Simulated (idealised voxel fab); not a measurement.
Process module under the name voxel transistor to metal
This is section cut - it's 185 nm across, gridded in 5 nm square cells.
In this document a cross-section is written as a grid of square cells. It is given as a series of bands, listed from the top down, and a band is one or more rows of cells.
For a band, the entry starts with two heights in nm, that of the top and then that of the bottom, and carries on with the band's materials in order from left to right, each alongside its width in nm; the word "full width" beside a single material means it fills the band edge to edge, and "blank" means empty space.
We count height from 0. Below that, the starting wafer is all one material. The lowest band never ends at the bottom but goes on down; see "top 0, no bottom" for how that is written.
Top row gets the first number, bottom row gets the second, and each row in between changes by the same step: that is how a band width like "30->40" works.
"nothing different" means the step left every cell of the cross-section as it was.
Under "Enclosed internal voids" you'll find the enclosed gaps, the ones with no way out to the top, that are 8 cells or bigger; each reads width x height at distance, with distance counted from the left edge, everything in nm.
after a step's settings: what the simulator itself notes on the step
The line of a step may include "overlay nm". On a step with a mask, this value is how far to the right of its planned place the mask lay. A negative value means the mask lay to the left.
Listed below are the process steps as planned:
1) RECEIVE (material Si)
2) OXIDIZE (depth nm 5)
3) CONFORMAL_DEP (material SiN; thk nm 10)
4) MASKED_ETCH (tone cover; mask id ACTIVE; width nm 105; etch materials SiN; depth nm 10; overlay nm 0)
5) MASKED_ETCH (tone cover; mask id ACTIVE; width nm 105; etch materials SiO2; depth nm 5; overlay nm 0)
6) MASKED_ETCH (tone cover; mask id ACTIVE; width nm 105; etch materials Si; depth nm 35; overlay nm 0)
7) FILL_DEP (material SiO2; thk nm 10)
8) CMP (height nm 10)
9) SELECTIVE_ETCH (etch materials SiO2; depth nm 10)
10) STRIP (etch materials SiN)
11) SELECTIVE_ETCH (etch materials SiO2; depth nm 5)
12) OXIDIZE (depth nm 5)
13) DIRECTIONAL_DEP (material polySi; thk nm 25)
14) DIRECTIONAL_DEP (material SiCN; thk nm 10)
15) MASKED_ETCH (tone cover; mask id GATE; width nm 15; etch materials SiCN; depth nm 20; overlay nm 0)
16) MASKED_ETCH (tone cover; mask id GATE; width nm 15; etch materials polySi; depth nm 35; overlay nm 0)
17) CONFORMAL_DEP (material SiO2; thk nm 5)
18) DIRECTIONAL_ETCH (etch materials SiO2; depth nm 5)
19) CONFORMAL_DEP (material SiN; thk nm 10)
20) DIRECTIONAL_ETCH (etch materials SiN; depth nm 10)
21) DIRECTIONAL_ETCH (etch materials SiO2; depth nm 5)
22) EPI (material SiGe; thk nm 5)
23) FILL_DEP (material SiO2; thk nm 10)
24) CMP (height nm 30)
25) DIRECTIONAL_DEP (material SiO2; thk nm 10)
26) DIRECTIONAL_DEP (material aC; thk nm 10)
27) PATTERN (tone open; mask id CONTACT; material resist; width nm 35; pitch nm 60; thk nm 25; overlay nm 0)
28) DIRECTIONAL_ETCH (etch materials aC; depth nm 10)
29) STRIP (etch materials resist)
30) DIRECTIONAL_ETCH (etch materials SiO2; depth nm 45)
31) STRIP (etch materials aC)
32) CONFORMAL_DEP (material TiN; thk nm 5)
33) FILL_DEP (material Ru; thk nm 10)
34) CMP (height nm 40)
35) CONFORMAL_DEP (material SiN; thk nm 5)
36) DIRECTIONAL_DEP (material SiO2; thk nm 15)
37) MASKED_ETCH (tone open; mask id METAL_1; width nm 20; pitch nm 75; etch materials SiO2; depth nm 15; overlay nm 0)
38) MASKED_ETCH (tone open; mask id METAL_1; width nm 20; pitch nm 75; etch materials SiN; depth nm 5; overlay nm 0)
39) CONFORMAL_DEP (material TiN; thk nm 5)
40) FILL_DEP (material Ru; thk nm 10)
41) CMP (height nm 60)
42) CONFORMAL_DEP (material SiCN; thk nm 5)
43) DIRECTIONAL_DEP (material SiO2; thk nm 30)
44) MASKED_ETCH (tone open; mask id METAL_2; width nm 20; pitch nm 75; etch materials SiO2; depth nm 15; overlay nm 0)
45) PATTERN (tone open; mask id METAL_2_HOLES; material resist; width nm 15; pitch nm 75; thk nm 20; overlay nm 0)
46) DIRECTIONAL_ETCH (etch materials SiO2; depth nm 15)
47) DIRECTIONAL_ETCH (etch materials SiCN; depth nm 5)
48) STRIP (etch materials resist)
49) CONFORMAL_DEP (material TiN; thk nm 5)
50) FILL_DEP (material Ru; thk nm 5)
51) CMP (height nm 95)
52) CONFORMAL_DEP (material SiN; thk nm 5)
Concerning the first of two wafers, which was run in accordance with the plan:
Cross-sectional view of the wafer in its as-received condition, corresponding to the state after step 1:
* top 0, no bottom = Si full width
* Enclosed internal voids: none
Wafer after step 2 (cross-section):
* top 0, bottom -5 = SiO2 full width
* Everything below -5 is unchanged.
Wafer after step 3 (cross-section):
* top 10, bottom 0 = SiN full width
* Everything below 0 is unchanged.
Wafer after step 4 (cross-section):
* top 10, bottom 0 = blank 40 nm, then SiN 105 nm, then blank 40 nm
* Everything below 0 is unchanged.
Wafer after step 5 (cross-section):
* top 10, bottom 0 = blank 40 nm, then SiN 105 nm, then blank 40 nm
* top 0, bottom -5 = blank 40 nm, then SiO2 105 nm, then blank 40 nm
* Everything below -5 is unchanged.
Wafer after step 6 (cross-section):
* top 10, bottom 0 = blank 40 nm, then SiN 105 nm, then blank 40 nm
* top 0, bottom -5 = blank 40 nm, then SiO2 105 nm, then blank 40 nm
* top -5, bottom -40 = blank 40 nm, then Si 105 nm, then blank 40 nm
* Everything below -40 is unchanged.
Wafer after step 7 (cross-section):
* top 20, bottom 10 = SiO2 full width
* top 10, bottom 0 = SiO2 40 nm, then SiN 105 nm, then SiO2 40 nm
* top 0, bottom -5 = SiO2 full width
* top -5, bottom -40 = SiO2 40 nm, then Si 105 nm, then SiO2 40 nm
* Everything below -40 is unchanged.
Wafer after step 8 (cross-section):
* top 10, bottom 0 = SiO2 40 nm, then SiN 105 nm, then SiO2 40 nm
* Everything below 0 is unchanged.
Wafer after step 9 (cross-section):
* top 10, bottom 0 = blank 40 nm, then SiN 105 nm, then blank 40 nm
* Everything below 0 is unchanged.
Wafer after step 10 (cross-section):
* top 0, bottom -5 = SiO2 full width
* Everything below -5 is unchanged.
Wafer after step 11 (cross-section):
* top -5, bottom -40 = SiO2 40 nm, then Si 105 nm, then SiO2 40 nm
* Everything below -40 is unchanged.
Wafer after step 12 (cross-section):
* top -5, bottom -10 = SiO2 full width
* Everything below -10 is unchanged.
Wafer after step 13 (cross-section):
* top 20, bottom -5 = polySi full width
* Everything below -5 is unchanged.
Wafer after step 14 (cross-section):
* top 30, bottom 20 = SiCN full width
* Everything below 20 is unchanged.
Wafer after step 15 (cross-section):
* top 30, bottom 20 = blank 85 nm, then SiCN 15 nm, then blank 85 nm
* Everything below 20 is unchanged.
Wafer after step 16 (cross-section):
* top 30, bottom 20 = blank 85 nm, then SiCN 15 nm, then blank 85 nm
* top 20, bottom -5 = blank 85 nm, then polySi 15 nm, then blank 85 nm
* Everything below -5 is unchanged.
Wafer after step 17 (cross-section):
* top 35, bottom 30 = blank 80 nm, then SiO2 25 nm, then blank 80 nm
* top 30, bottom 20 = blank 80 nm, then SiO2 5 nm, then SiCN 15 nm, then SiO2 5 nm, then blank 80 nm
* top 20, bottom 0 = blank 80 nm, then SiO2 5 nm, then polySi 15 nm, then SiO2 5 nm, then blank 80 nm
* top 0, bottom -5 = SiO2 85 nm, then polySi 15 nm, then SiO2 85 nm
* Everything below -5 is unchanged.
Wafer after step 18 (cross-section):
* top 30, bottom 20 = blank 80 nm, then SiO2 5 nm, then SiCN 15 nm, then SiO2 5 nm, then blank 80 nm
* top 20, bottom -5 = blank 80 nm, then SiO2 5 nm, then polySi 15 nm, then SiO2 5 nm, then blank 80 nm
* Everything below -5 is unchanged.
Wafer after step 19 (cross-section):
* top 40, bottom 30 = blank 70 nm, then SiN 45 nm, then blank 70 nm
* top 30, bottom 20 = blank 70 nm, then SiN 10 nm, then SiO2 5 nm, then SiCN 15 nm, then SiO2 5 nm, then SiN 10 nm, then blank 70 nm
* top 20, bottom 5 = blank 70 nm, then SiN 10 nm, then SiO2 5 nm, then polySi 15 nm, then SiO2 5 nm, then SiN 10 nm, then blank 70 nm
* top 5, bottom -5 = SiN 80 nm, then SiO2 5 nm, then polySi 15 nm, then SiO2 5 nm, then SiN 80 nm
* Everything below -5 is unchanged.
Wafer after step 20 (cross-section):
* top 30, bottom 20 = blank 70 nm, then SiN 10 nm, then SiO2 5 nm, then SiCN 15 nm, then SiO2 5 nm, then SiN 10 nm, then blank 70 nm
* top 20, bottom -5 = blank 70 nm, then SiN 10 nm, then SiO2 5 nm, then polySi 15 nm, then SiO2 5 nm, then SiN 10 nm, then blank 70 nm
* Everything below -5 is unchanged.
Wafer after step 21 (cross-section):
* top 30, bottom 25 = blank 70 nm, then SiN 10 nm, then blank 5 nm, then SiCN 15 nm, then blank 5 nm, then SiN 10 nm, then blank 70 nm
* top 25, bottom 20 = blank 70 nm, then SiN 10 nm, then SiO2 5 nm, then SiCN 15 nm, then SiO2 5 nm, then SiN 10 nm, then blank 70 nm
* top 20, bottom -5 = blank 70 nm, then SiN 10 nm, then SiO2 5 nm, then polySi 15 nm, then SiO2 5 nm, then SiN 10 nm, then blank 70 nm
* top -5, bottom -10 = blank 70 nm, then SiO2 45 nm, then blank 70 nm
* Everything below -10 is unchanged.
Wafer after step 22 (cross-section):
* top 30, bottom 25 = blank 70 nm, then SiN 10 nm, then blank 5 nm, then SiCN 15 nm, then blank 5 nm, then SiN 10 nm, then blank 70 nm
* top 25, bottom 20 = blank 70 nm, then SiN 10 nm, then SiO2 5 nm, then SiCN 15 nm, then SiO2 5 nm, then SiN 10 nm, then blank 70 nm
* top 20, bottom -5 = blank 70 nm, then SiN 10 nm, then SiO2 5 nm, then polySi 15 nm, then SiO2 5 nm, then SiN 10 nm, then blank 70 nm
* top -5, bottom -10 = blank 35 nm, then SiGe 35 nm, then SiO2 45 nm, then SiGe 35 nm, then blank 35 nm
* Everything below -10 is unchanged.
Wafer after step 23 (cross-section):
* top 40, bottom 30 = SiO2 full width
* top 30, bottom 20 = SiO2 70 nm, then SiN 10 nm, then SiO2 5 nm, then SiCN 15 nm, then SiO2 5 nm, then SiN 10 nm, then SiO2 70 nm
* top 20, bottom -5 = SiO2 70 nm, then SiN 10 nm, then SiO2 5 nm, then polySi 15 nm, then SiO2 5 nm, then SiN 10 nm, then SiO2 70 nm
* top -5, bottom -10 = SiO2 35 nm, then SiGe 35 nm, then SiO2 45 nm, then SiGe 35 nm, then SiO2 35 nm
* Everything below -10 is unchanged.
Wafer after step 24 (cross-section):
* top 30, bottom 20 = SiO2 70 nm, then SiN 10 nm, then SiO2 5 nm, then SiCN 15 nm, then SiO2 5 nm, then SiN 10 nm, then SiO2 70 nm
* Everything below 20 is unchanged.
Wafer after step 25 (cross-section):
* top 40, bottom 30 = SiO2 full width
* Everything below 30 is unchanged.
Wafer after step 26 (cross-section):
* top 50, bottom 40 = aC full width
* Everything below 40 is unchanged.
Wafer after step 27 (cross-section):
* top 75, bottom 50 = resist 45 nm, then blank 35 nm, then resist 25 nm, then blank 35 nm, then resist 45 nm
* Everything below 50 is unchanged.
Wafer after step 28 (cross-section):
* top 65, bottom 50 = resist 45 nm, then blank 35 nm, then resist 25 nm, then blank 35 nm, then resist 45 nm
* top 50, bottom 40 = aC 45 nm, then blank 35 nm, then aC 25 nm, then blank 35 nm, then aC 45 nm
* Everything below 40 is unchanged.
Wafer after step 29 (cross-section):
* top 50, bottom 40 = aC 45 nm, then blank 35 nm, then aC 25 nm, then blank 35 nm, then aC 45 nm
* Everything below 40 is unchanged.
Wafer after step 30 (cross-section):
* top 50, bottom 40 = aC 45 nm, then blank 35 nm, then aC 25 nm, then blank 35 nm, then aC 45 nm
* top 40, bottom 30 = SiO2 45 nm, then blank 35 nm, then SiO2 25 nm, then blank 35 nm, then SiO2 45 nm
* top 30, bottom 20 = SiO2 45 nm, then blank 25 nm, then SiN 10 nm, then SiO2 5 nm, then SiCN 15 nm, then SiO2 5 nm, then SiN 10 nm, then blank 25 nm, then SiO2 45 nm
* top 20, bottom -5 = SiO2 45 nm, then blank 25 nm, then SiN 10 nm, then SiO2 5 nm, then polySi 15 nm, then SiO2 5 nm, then SiN 10 nm, then blank 25 nm, then SiO2 45 nm
* Everything below -5 is unchanged.
Wafer after step 31 (cross-section):
* top 40, bottom 30 = SiO2 45 nm, then blank 35 nm, then SiO2 25 nm, then blank 35 nm, then SiO2 45 nm
* Everything below 30 is unchanged.
Wafer after step 32 (cross-section):
* top 45, bottom 40 = TiN 50 nm, then blank 25 nm, then TiN 35 nm, then blank 25 nm, then TiN 50 nm
* top 40, bottom 30 = SiO2 45 nm, then TiN 5 nm, then blank 25->15 nm, then TiN 5->15 nm, then SiO2 25 nm, then TiN 5->15 nm, then blank 25->15 nm, then TiN 5 nm, then SiO2 45 nm
* top 30, bottom 20 = SiO2 45 nm, then TiN 5 nm, then blank 15 nm, then TiN 5 nm, then SiN 10 nm, then SiO2 5 nm, then SiCN 15 nm, then SiO2 5 nm, then SiN 10 nm, then TiN 5 nm, then blank 15 nm, then TiN 5 nm, then SiO2 45 nm
* top 20, bottom 0 = SiO2 45 nm, then TiN 5 nm, then blank 15 nm, then TiN 5 nm, then SiN 10 nm, then SiO2 5 nm, then polySi 15 nm, then SiO2 5 nm, then SiN 10 nm, then TiN 5 nm, then blank 15 nm, then TiN 5 nm, then SiO2 45 nm
* top 0, bottom -5 = SiO2 45 nm, then TiN 25 nm, then SiN 10 nm, then SiO2 5 nm, then polySi 15 nm, then SiO2 5 nm, then SiN 10 nm, then TiN 25 nm, then SiO2 45 nm
* Everything below -5 is unchanged.
Wafer after step 33 (cross-section):
* top 55, bottom 45 = Ru full width
* top 45, bottom 40 = TiN 50 nm, then Ru 25 nm, then TiN 35 nm, then Ru 25 nm, then TiN 50 nm
* top 40, bottom 30 = SiO2 45 nm, then TiN 5 nm, then Ru 25->15 nm, then TiN 5->15 nm, then SiO2 25 nm, then TiN 5->15 nm, then Ru 25->15 nm, then TiN 5 nm, then SiO2 45 nm
* top 30, bottom 20 = SiO2 45 nm, then TiN 5 nm, then Ru 15 nm, then TiN 5 nm, then SiN 10 nm, then SiO2 5 nm, then SiCN 15 nm, then SiO2 5 nm, then SiN 10 nm, then TiN 5 nm, then Ru 15 nm, then TiN 5 nm, then SiO2 45 nm
* top 20, bottom 0 = SiO2 45 nm, then TiN 5 nm, then Ru 15 nm, then TiN 5 nm, then SiN 10 nm, then SiO2 5 nm, then polySi 15 nm, then SiO2 5 nm, then SiN 10 nm, then TiN 5 nm, then Ru 15 nm, then TiN 5 nm, then SiO2 45 nm
* Everything below 0 is unchanged.
Wafer after step 34 (cross-section):
* top 40, bottom 30 = SiO2 45 nm, then TiN 5 nm, then Ru 25->15 nm, then TiN 5->15 nm, then SiO2 25 nm, then TiN 5->15 nm, then Ru 25->15 nm, then TiN 5 nm, then SiO2 45 nm
* Everything below 30 is unchanged.
Wafer after step 35 (cross-section):
* top 45, bottom 40 = SiN full width
* Everything below 40 is unchanged.
Wafer after step 36 (cross-section):
* top 60, bottom 45 = SiO2 full width
* Everything below 45 is unchanged.
Wafer after step 37 (cross-section):
* top 60, bottom 45 = SiO2 45 nm, then blank 20 nm, then SiO2 55 nm, then blank 20 nm, then SiO2 45 nm
* Everything below 45 is unchanged.
Wafer after step 38 (cross-section):
* top 60, bottom 45 = SiO2 45 nm, then blank 20 nm, then SiO2 55 nm, then blank 20 nm, then SiO2 45 nm
* top 45, bottom 40 = SiN 45 nm, then blank 20 nm, then SiN 55 nm, then blank 20 nm, then SiN 45 nm
* Everything below 40 is unchanged.
Wafer after step 39 (cross-section):
* top 65, bottom 60 = TiN 50 nm, then blank 10 nm, then TiN 65 nm, then blank 10 nm, then TiN 50 nm
* top 60, bottom 45 = SiO2 45 nm, then TiN 5 nm, then blank 10 nm, then TiN 5 nm, then SiO2 55 nm, then TiN 5 nm, then blank 10 nm, then TiN 5 nm, then SiO2 45 nm
* top 45, bottom 40 = SiN 45 nm, then TiN 20 nm, then SiN 55 nm, then TiN 20 nm, then SiN 45 nm
* Everything below 40 is unchanged.
Wafer after step 40 (cross-section):
* top 75, bottom 65 = Ru full width
* top 65, bottom 60 = TiN 50 nm, then Ru 10 nm, then TiN 65 nm, then Ru 10 nm, then TiN 50 nm
* top 60, bottom 45 = SiO2 45 nm, then TiN 5 nm, then Ru 10 nm, then TiN 5 nm, then SiO2 55 nm, then TiN 5 nm, then Ru 10 nm, then TiN 5 nm, then SiO2 45 nm
* Everything below 45 is unchanged.
Wafer after step 41 (cross-section):
* top 60, bottom 45 = SiO2 45 nm, then TiN 5 nm, then Ru 10 nm, then TiN 5 nm, then SiO2 55 nm, then TiN 5 nm, then Ru 10 nm, then TiN 5 nm, then SiO2 45 nm
* Everything below 45 is unchanged.
Wafer after step 42 (cross-section):
* top 65, bottom 60 = SiCN full width
* Everything below 60 is unchanged.
Wafer after step 43 (cross-section):
* top 95, bottom 65 = SiO2 full width
* Everything below 65 is unchanged.
Wafer after step 44 (cross-section):
* top 95, bottom 80 = SiO2 45 nm, then blank 20 nm, then SiO2 55 nm, then blank 20 nm, then SiO2 45 nm
* Everything below 80 is unchanged.
Wafer after step 45 (cross-section):
* top 115, bottom 95 = resist 45 nm, then blank 15 nm, then resist 60 nm, then blank 15 nm, then resist 50 nm
* top 95, bottom 80 = SiO2 45 nm, then blank 15 nm, then resist 5 nm, then SiO2 55 nm, then blank 15 nm, then resist 5 nm, then SiO2 45 nm
* Everything below 80 is unchanged.
Wafer after step 46 (cross-section):
* top 115, bottom 95 = resist 45 nm, then blank 15 nm, then resist 60 nm, then blank 15 nm, then resist 50 nm
* top 95, bottom 80 = SiO2 45 nm, then blank 15 nm, then resist 5 nm, then SiO2 55 nm, then blank 15 nm, then resist 5 nm, then SiO2 45 nm
* top 80, bottom 65 = SiO2 45 nm, then blank 15 nm, then SiO2 60 nm, then blank 15 nm, then SiO2 50 nm
* Everything below 65 is unchanged.
Wafer after step 47 (cross-section):
* top 115, bottom 95 = resist 45 nm, then blank 15 nm, then resist 60 nm, then blank 15 nm, then resist 50 nm
* top 95, bottom 80 = SiO2 45 nm, then blank 15 nm, then resist 5 nm, then SiO2 55 nm, then blank 15 nm, then resist 5 nm, then SiO2 45 nm
* top 80, bottom 65 = SiO2 45 nm, then blank 15 nm, then SiO2 60 nm, then blank 15 nm, then SiO2 50 nm
* top 65, bottom 60 = SiCN 45 nm, then blank 15 nm, then SiCN 60 nm, then blank 15 nm, then SiCN 50 nm
* Everything below 60 is unchanged.
Wafer after step 48 (cross-section):
* top 95, bottom 80 = SiO2 45 nm, then blank 20 nm, then SiO2 55 nm, then blank 20 nm, then SiO2 45 nm
* Everything below 80 is unchanged.
Wafer after step 49 (cross-section):
* top 100, bottom 95 = TiN 50 nm, then blank 10 nm, then TiN 65 nm, then blank 10 nm, then TiN 50 nm
* top 95, bottom 85 = SiO2 45 nm, then TiN 5 nm, then blank 10 nm, then TiN 5 nm, then SiO2 55 nm, then TiN 5 nm, then blank 10 nm, then TiN 5 nm, then SiO2 45 nm
* top 85, bottom 80 = SiO2 45 nm, then TiN 5 nm, then blank 5 nm, then TiN 10 nm, then SiO2 55 nm, then TiN 5 nm, then blank 5 nm, then TiN 10 nm, then SiO2 45 nm
* top 80, bottom 65 = SiO2 45 nm, then TiN 5 nm, then blank 5 nm, then TiN 5 nm, then SiO2 60 nm, then TiN 5 nm, then blank 5 nm, then TiN 5 nm, then SiO2 50 nm
* top 65, bottom 60 = SiCN 45 nm, then TiN 15 nm, then SiCN 60 nm, then TiN 15 nm, then SiCN 50 nm
* Everything below 60 is unchanged.
Wafer after step 50 (cross-section):
* top 105, bottom 100 = Ru full width
* top 100, bottom 95 = TiN 50 nm, then Ru 10 nm, then TiN 65 nm, then Ru 10 nm, then TiN 50 nm
* top 95, bottom 85 = SiO2 45 nm, then TiN 5 nm, then Ru 10 nm, then TiN 5 nm, then SiO2 55 nm, then TiN 5 nm, then Ru 10 nm, then TiN 5 nm, then SiO2 45 nm
* top 85, bottom 80 = SiO2 45 nm, then TiN 5 nm, then Ru 5 nm, then TiN 10 nm, then SiO2 55 nm, then TiN 5 nm, then Ru 5 nm, then TiN 10 nm, then SiO2 45 nm
* top 80, bottom 65 = SiO2 45 nm, then TiN 5 nm, then Ru 5 nm, then TiN 5 nm, then SiO2 60 nm, then TiN 5 nm, then Ru 5 nm, then TiN 5 nm, then SiO2 50 nm
* Everything below 65 is unchanged.
Wafer after step 51 (cross-section):
* top 95, bottom 85 = SiO2 45 nm, then TiN 5 nm, then Ru 10 nm, then TiN 5 nm, then SiO2 55 nm, then TiN 5 nm, then Ru 10 nm, then TiN 5 nm, then SiO2 45 nm
* Everything below 85 is unchanged.
Wafer after step 52 (cross-section):
* top 100, bottom 95 = SiN full width
* Everything below 95 is unchanged.
It is to be noted that the second wafer proceeded from the same initial state and according to the same plan as the first, although one mistake was committed in its execution; through step 44, inclusive, the two wafers share an identical history:
X-section, second wafer, when step 45 was due to finish:
* top 115, bottom 95 = resist 40 nm, then blank 15 nm, then resist 60 nm, then blank 15 nm, then resist 55 nm
* top 95, bottom 80 = SiO2 45 nm, then blank 10 nm, then resist 10 nm, then SiO2 55 nm, then blank 10 nm, then resist 10 nm, then SiO2 45 nm
* Everything below 80 is unchanged.
X-section, second wafer, when step 46 was due to finish:
* top 115, bottom 95 = resist 40 nm, then blank 15 nm, then resist 60 nm, then blank 15 nm, then resist 55 nm
* top 95, bottom 80 = SiO2 40 nm, then blank 15 nm, then resist 10 nm, then SiO2 50 nm, then blank 15 nm, then resist 10 nm, then SiO2 45 nm
* top 80, bottom 65 = SiO2 45 nm, then blank 10 nm, then SiO2 65 nm, then blank 10 nm, then SiO2 55 nm
* Everything below 65 is unchanged.
X-section, second wafer, when step 47 was due to finish:
* top 115, bottom 95 = resist 40 nm, then blank 15 nm, then resist 60 nm, then blank 15 nm, then resist 55 nm
* top 95, bottom 80 = SiO2 40 nm, then blank 15 nm, then resist 10 nm, then SiO2 50 nm, then blank 15 nm, then resist 10 nm, then SiO2 45 nm
* top 80, bottom 65 = SiO2 45 nm, then blank 10 nm, then SiO2 65 nm, then blank 10 nm, then SiO2 55 nm
* top 65, bottom 60 = SiCN 45 nm, then blank 10 nm, then SiCN 65 nm, then blank 10 nm, then SiCN 55 nm
* Everything below 60 is unchanged.
X-section, second wafer, when step 48 was due to finish:
* top 95, bottom 80 = SiO2 40 nm, then blank 25 nm, then SiO2 50 nm, then blank 25 nm, then SiO2 45 nm
* Everything below 80 is unchanged.
X-section, second wafer, when step 49 was due to finish:
* top 100, bottom 95 = TiN 45 nm, then blank 15 nm, then TiN 60 nm, then blank 15 nm, then TiN 50 nm
* top 95, bottom 85 = SiO2 40 nm, then TiN 5 nm, then blank 15 nm, then TiN 5 nm, then SiO2 50 nm, then TiN 5 nm, then blank 15 nm, then TiN 5 nm, then SiO2 45 nm
* top 85, bottom 80 = SiO2 40 nm, then TiN 25 nm, then SiO2 50 nm, then TiN 25 nm, then SiO2 45 nm
* top 80, bottom 65 = SiO2 45 nm, then TiN 10 nm, then SiO2 65 nm, then TiN 10 nm, then SiO2 55 nm
* top 65, bottom 60 = SiCN 45 nm, then TiN 10 nm, then SiCN 65 nm, then TiN 10 nm, then SiCN 55 nm
* Everything below 60 is unchanged.
X-section, second wafer, when step 50 was due to finish:
* top 105, bottom 100 = Ru full width
* top 100, bottom 95 = TiN 45 nm, then Ru 15 nm, then TiN 60 nm, then Ru 15 nm, then TiN 50 nm
* top 95, bottom 85 = SiO2 40 nm, then TiN 5 nm, then Ru 15 nm, then TiN 5 nm, then SiO2 50 nm, then TiN 5 nm, then Ru 15 nm, then TiN 5 nm, then SiO2 45 nm
* Everything below 85 is unchanged.
X-section, second wafer, when step 51 was due to finish:
* top 95, bottom 85 = SiO2 40 nm, then TiN 5 nm, then Ru 15 nm, then TiN 5 nm, then SiO2 50 nm, then TiN 5 nm, then Ru 15 nm, then TiN 5 nm, then SiO2 45 nm
* Everything below 85 is unchanged.
X-section, second wafer, when step 52 was due to finish:
* top 100, bottom 95 = SiN full width
* Everything below 95 is unchanged.
Run error: off-plan run, step 45, actual operation and settings PATTERN (tone open; mask id METAL_2_HOLES; material resist; width nm 15; pitch nm 75; thk nm 20; overlay nm -5)
At the finish, the second wafer shows more or fewer cells for some materials than the first does: Ru: 4 fewer, SiCN: 2 more, TiN: 2 more
